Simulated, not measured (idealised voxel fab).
Documented hereafter: the process module known as voxel plated lines.
Cross-section cut: width 255 nm, square cells of 5 nm.
Square cells in a grid make up a cross-section in this document, and the grid is given as bands, listed from the top down, each one or more rows of cells. Heights first: top, then bottom, in nm. Then materials, left to right, each with a width in nm. "full width" on a single material: fills the band edge to edge. "blank": empty space. We count height from 0. Below that, the starting wafer is all one material. The lowest band never ends at the bottom but goes on down; see "from 0 down" for how that is written. When a width is written as two numbers, as in "30 to 40", the first number is the width in the top row of cells of the band and the second is the width in its bottom row, and the width changes by the same amount from each row to the next. Given "no alteration" for a step, no cell of the cross-section differs between before and after that step. This entry, "Unvented cavities", enumerates those empty regions of no fewer than 8 cells that possess no open connection to the top. Each region is reported in the form width x height at distance, the distance being taken from the left edge, with all three quantities expressed in nm. Read whatever lies past the settings on a step's line as the simulator's own remark about the step. overlay nm: mask right of planned place by this much (step with mask). Neg. = left.

-- Here's what the planned process steps look like
1,RECEIVE (material Si)
2,CONFORMAL_DEP (material SiO2; thk nm 15)
3,DIRECTIONAL_DEP (material TiN; thk nm 5)
4,PATTERN (tone open; mask id LINES; material resist; width nm 20; pitch nm 40; thk nm 40; overlay nm 0)
5,EPI (material Ru; thk nm 10)
6,EPI (material Ru; thk nm 5)
7,EPI (material Ru; thk nm 5)
8,STRIP (etch materials resist)
9,DIRECTIONAL_ETCH (etch materials TiN; depth nm 5)
10,CONFORMAL_DEP (material SiCN; thk nm 10)

-- As-received wafer cross-section (after step 1)
	from 0 down | Si full width
	Unvented cavities: none

-- Cross-sectional image of the first of two wafers at the end of the module, the run having proceeded as planned
	from 50 to 40 | 65 nm blank / 120 nm SiCN / 70 nm blank
	from 40 to 25 | 65 nm blank / 10 nm SiCN / 20 nm Ru / 20 nm SiCN / 20 nm Ru / 20 nm SiCN / 20 nm Ru / 10 nm SiCN / 70 nm blank
	from 25 to 20 | 75 nm SiCN / 20 nm Ru / 20 nm SiCN / 20 nm Ru / 20 nm SiCN / 20 nm Ru / 80 nm SiCN
	from 20 to 15 | 75 nm SiCN / 20 nm TiN / 20 nm SiCN / 20 nm TiN / 20 nm SiCN / 20 nm TiN / 80 nm SiCN
	from 15 to 0 | SiO2 full width
	from 0 down | Si full width
	Unvented cavities: none

-- End of module, second wafer, cross-section. Started like the first, planned like the first, run with one mistake
	from 60 to 50 | 65 nm blank / 120 nm SiCN / 70 nm blank
	from 50 to 25 | 65 nm blank / 10 nm SiCN / 20 nm Ru / 20 nm SiCN / 20 nm Ru / 20 nm SiCN / 20 nm Ru / 10 nm SiCN / 70 nm blank
	from 25 to 20 | 75 nm SiCN / 20 nm Ru / 20 nm SiCN / 20 nm Ru / 20 nm SiCN / 20 nm Ru / 80 nm SiCN
	from 20 to 15 | 75 nm SiCN / 20 nm TiN / 20 nm SiCN / 20 nm TiN / 20 nm SiCN / 20 nm TiN / 80 nm SiCN
	from 15 to 0 | SiO2 full width
	from 0 down | Si full width
	Unvented cavities: none
What was the processing mistake? regarding the plan, step 5 was run twice
Final cells, second wafer relative to first, materials higher or lower: 24 more of Ru, 24 more of SiCN
